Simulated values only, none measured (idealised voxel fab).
process module | voxel spacer lines
225 nm wide, 5 nm square cells: that's cross-section cut.
Think of the cross-section as a grid of square cells. We describe it in bands, top to bottom, and each band covers one or more rows of those cells. It is stipulated that each band's entry specify, in nanometres, the height of the top of the band and then that of its bottom, followed by the materials of the band in left-to-right sequence, each together with its width in nanometres. A single material marked by the word "full width" is understood to fill the band from edge to edge; the word "blank" is understood to denote empty space. Where do heights start? At 0: under that level the wafer as delivered is made of one material only. And the lowest band has no floor; it just carries on downward, as in "0 nm and below". Width spec "30->40" -> top row of cells at first value, bottom row at second value, equal per-row change in between. A step reported as "remained unchanged" is a step in which no cell of the cross-section changed. Each empty space that has no open way to the top and spans at least 8 cells appears under "Voids, fully enclosed" as width x height at distance, the distance counted from the left edge, all in nm. Heads up: the bit after the settings on a step's line is the simulator's remark on that step. You can add "overlay nm" to a step's line. For a step with a mask, it describes how far the mask lay to the right of its planned position, and a negative number describes a lay to the left.

[List of planned process steps]
1: RECEIVE: material Si
2: CONFORMAL_DEP: material SiO2, thk nm 10
3: DIRECTIONAL_DEP: material TiN, thk nm 10
4: DIRECTIONAL_DEP: material polySi, thk nm 20
5: PATTERN: tone cover, mask id MANDREL, material resist, width nm 20, pitch nm 70, thk nm 30, overlay nm 0
6: DIRECTIONAL_ETCH: etch materials polySi, depth nm 20
7: STRIP: etch materials resist
8: CONFORMAL_DEP: material SiN, thk nm 15
9: DIRECTIONAL_ETCH: etch materials SiN, depth nm 15
10: STRIP: etch materials polySi
11: DIRECTIONAL_ETCH: etch materials TiN, depth nm 10
12: STRIP: etch materials SiN

[Cross-section, incoming material, after step 1]
	0 nm and below: Si full width
	Voids, fully enclosed: none

[Cross-section at module end, one run error; start and plan unchanged from above]
	10 nm to 0 nm: blank 15, then TiN 15, then blank 20, then TiN 15, then blank 20, then TiN 15, then blank 20, then TiN 15, then blank 20, then TiN 15, then blank 20, then TiN 15, then blank 20
	0 nm and below: Si full width
	Voids, fully enclosed: none
Processing error: step 2 of the plan was jumped over and never run
